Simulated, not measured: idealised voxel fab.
The following is a process module called voxel gate over fins.
Pictured: cross-section cut, 285 nm wide, on a grid of 5 nm square cells.
Just so we're on the same page, the cross-sections are grids of square cells, and they're listed out in bands top to bottom, each band one or more rows deep. Basically the band line says how high the top is and how high the bottom is, in nm, and then what's in it from left to right, every material with its width in nm. Empty space shows up as "air", and if a single material carries "throughout" it runs the full band edge to edge. For the purposes of this specification, 0 denotes the height below which the wafer in its as-received condition is composed wholly of one material, and the lowermost band, lacking a lower limit, extends downward without end, as expressed in "0 -> down". Top row gets the first number, bottom row gets the second, and each row in between changes by the same step: that is how a band width like "30 to 40" works. No cell of the cross-section changed in a step that is given as "changes: none". Voids not open to the top, 8 cells minimum: see "Closed voids list". Written width x height at distance; distance is from the left edge; nm. Note: text after step settings on the step line = simulator remark on that step. Each step line may optionally specify "overlay nm", which for a step with a mask gives the rightward distance between the mask's planned place and where it lay, a negative value indicating the leftward direction.
### The planned process steps are enumerated hereunder
- 1: op RECEIVE | material Si
- 2: op CONFORMAL_DEP | material SiN | thk nm 10
- 3: op MASKED_ETCH | tone cover | mask id FINS | width nm 15 | pitch nm 35 | etch materials SiN | depth nm 10 | overlay nm 0
- 4: op MASKED_ETCH | tone cover | mask id FINS | width nm 15 | pitch nm 35 | etch materials Si | depth nm 30 | overlay nm 0
- 5: op OXIDIZE | depth nm 5
- 6: op FILL_DEP | material SiO2 | thk nm 15
- 7: op CMP | height nm 10
- 8: op SELECTIVE_ETCH | etch materials SiO2 | depth nm 25
- 9: op STRIP | etch materials SiN
- 10: op CONFORMAL_DEP | material HfO2 | thk nm 5
- 11: op CONFORMAL_DEP | material TiN | thk nm 5
- 12: op CONFORMAL_DEP | material TiAl | thk nm 5
- 13: op CONFORMAL_DEP | material TiN | thk nm 5
- 14: op FILL_DEP | material W | thk nm 10
- 15: op CMP | height nm 25
- 16: op CONFORMAL_DEP | material SiN | thk nm 5
### First of two wafers - as planned
### As-received state of the wafer in cross-section, equivalent to post-step 1
* 0 -> down  Si throughout
* Closed voids list: none
### The wafer, seen in cross-section, after step 2
* 10 -> 0  SiN throughout
* Beneath the level 0, the cross-section is identical to its previous state.
### The wafer, seen in cross-section, after step 3
* 10 -> 0  air=115, then SiN=15, then air=20, then SiN=15, then air=120
* Beneath the level 0, the cross-section is identical to its previous state.
### The wafer, seen in cross-section, after step 4
* 10 -> 0  air=115, then SiN=15, then air=20, then SiN=15, then air=120
* 0 -> -30  air=115, then Si=15, then air=20, then Si=15, then air=120
* Beneath the level -30, the cross-section is identical to its previous state.
### The wafer, seen in cross-section, after step 5
* 10 -> 0  air=115, then SiN=15, then air=20, then SiN=15, then air=120
* 0 -> -30  air=115, then SiO2=5, then Si=5, then SiO2=5, then air=20, then SiO2=5, then Si=5, then SiO2=5, then air=120
* -30 -> -35  SiO2=120, then Si=5, then SiO2=30, then Si=5, then SiO2=125
* Beneath the level -35, the cross-section is identical to its previous state.
### The wafer, seen in cross-section, after step 6
* 25 -> 10  SiO2 throughout
* 10 -> 0  SiO2=115, then SiN=15, then SiO2=20, then SiN=15, then SiO2=120
* 0 -> -35  SiO2=120, then Si=5, then SiO2=30, then Si=5, then SiO2=125
* Beneath the level -35, the cross-section is identical to its previous state.
### The wafer, seen in cross-section, after step 7
* 10 -> 0  SiO2=115, then SiN=15, then SiO2=20, then SiN=15, then SiO2=120
* Beneath the level 0, the cross-section is identical to its previous state.
### The wafer, seen in cross-section, after step 8
* 10 -> 0  air=115, then SiN=15, then air=20, then SiN=15, then air=120
* 0 -> -15  air=120, then Si=5, then air=30, then Si=5, then air=125
* Beneath the level -15, the cross-section is identical to its previous state.
### The wafer, seen in cross-section, after step 9
* 0 -> -15  air=120, then Si=5, then air=30, then Si=5, then air=125
* Beneath the level -15, the cross-section is identical to its previous state.
### The wafer, seen in cross-section, after step 10
* 5 -> 0  air=115, then HfO2=15, then air=20, then HfO2=15, then air=120
* 0 -> -10  air=115, then HfO2=5, then Si=5, then HfO2=5, then air=20, then HfO2=5, then Si=5, then HfO2=5, then air=120
* -10 -> -15  HfO2=120, then Si=5, then HfO2=30, then Si=5, then HfO2=125
* Beneath the level -15, the cross-section is identical to its previous state.
### The wafer, seen in cross-section, after step 11
* 10 -> 5  air=110, then TiN=25, then air=10, then TiN=25, then air=115
* 5 -> 0  air=110, then TiN=5, then HfO2=15, then TiN=5, then air=10, then TiN=5, then HfO2=15, then TiN=5, then air=115
* 0 -> -5  air=110, then TiN=5, then HfO2=5, then Si=5, then HfO2=5, then TiN=5, then air=10, then TiN=5, then HfO2=5, then Si=5, then HfO2=5, then TiN=5, then air=115
* -5 -> -10  TiN=115, then HfO2=5, then Si=5, then HfO2=5, then TiN=20, then HfO2=5, then Si=5, then HfO2=5, then TiN=120
* Beneath the level -10, the cross-section is identical to its previous state.
### The wafer, seen in cross-section, after step 12
* 15 -> 10  air=105, then TiAl=70, then air=110
* 10 -> 5  air=105, then TiAl=5, then TiN=25, then TiAl=10, then TiN=25, then TiAl=5, then air=110
* 5 -> 0  air=105, then TiAl=5, then TiN=5, then HfO2=15, then TiN=5, then TiAl=10, then TiN=5, then HfO2=15, then TiN=5, then TiAl=5, then air=110
* 0 -> -5  TiAl=110, then TiN=5, then HfO2=5, then Si=5, then HfO2=5, then TiN=5, then TiAl=10, then TiN=5, then HfO2=5, then Si=5, then HfO2=5, then TiN=5, then TiAl=115
* Beneath the level -5, the cross-section is identical to its previous state.
### The wafer, seen in cross-section, after step 13
* 20 -> 15  air=100, then TiN=80, then air=105
* 15 -> 10  air=100, then TiN=5, then TiAl=70, then TiN=5, then air=105
* 10 -> 5  air=100, then TiN=5, then TiAl=5, then TiN=25, then TiAl=10, then TiN=25, then TiAl=5, then TiN=5, then air=105
* 5 -> 0  TiN=105, then TiAl=5, then TiN=5, then HfO2=15, then TiN=5, then TiAl=10, then TiN=5, then HfO2=15, then TiN=5, then TiAl=5, then TiN=110
* Beneath the level 0, the cross-section is identical to its previous state.
### The wafer, seen in cross-section, after step 14
* 30 -> 20  W throughout
* 20 -> 15  W=100, then TiN=80, then W=105
* 15 -> 10  W=100, then TiN=5, then TiAl=70, then TiN=5, then W=105
* 10 -> 5  W=100, then TiN=5, then TiAl=5, then TiN=25, then TiAl=10, then TiN=25, then TiAl=5, then TiN=5, then W=105
* Beneath the level 5, the cross-section is identical to its previous state.
### The wafer, seen in cross-section, after step 15
* 25 -> 20  W throughout
* Beneath the level 20, the cross-section is identical to its previous state.
### The wafer, seen in cross-section, after step 16
* 30 -> 25  SiN throughout
* Beneath the level 25, the cross-section is identical to its previous state.
### The second wafer: identical to the first at the outset and in its planned sequence, differing only in that one mistake was made during processing; up to and including step 11, its path is the first wafer's path
### Second wafer profile in section, at the moment step 12 of the plan was meant to be complete
* 15 -> 5  air=105, then TiN=70, then air=110
* 5 -> 0  air=105, then TiN=10, then HfO2=15, then TiN=20, then HfO2=15, then TiN=10, then air=110
* 0 -> -10  TiN=115, then HfO2=5, then Si=5, then HfO2=5, then TiN=20, then HfO2=5, then Si=5, then HfO2=5, then TiN=120
* Beneath the level -10, the cross-section is identical to its previous state.
### Second wafer profile in section, at the moment step 13 of the plan was meant to be complete
* 20 -> 15  air=100, then TiAl=80, then air=105
* 15 -> 5  air=100, then TiAl=5, then TiN=70, then TiAl=5, then air=105
* 5 -> 0  TiAl=105, then TiN=10, then HfO2=15, then TiN=20, then HfO2=15, then TiN=10, then TiAl=110
* Beneath the level 0, the cross-section is identical to its previous state.
### Second wafer profile in section, at the moment step 14 of the plan was meant to be complete
* 30 -> 20  W throughout
* 20 -> 15  W=100, then TiAl=80, then W=105
* 15 -> 5  W=100, then TiAl=5, then TiN=70, then TiAl=5, then W=105
* Beneath the level 5, the cross-section is identical to its previous state.
### Second wafer profile in section, at the moment step 15 of the plan was meant to be complete
* 25 -> 20  W throughout
* Beneath the level 20, the cross-section is identical to its previous state.
### Second wafer profile in section, at the moment step 16 of the plan was meant to be complete
* 30 -> 25  SiN throughout
* Beneath the level 25, the cross-section is identical to its previous state.
what went wrong: step 12 ran in the slot meant for step 13, and vice versa
In the final state, the cell counts of the second wafer exceed or fall short of those of the first for the following materials: -6 TiAl | +6 TiN
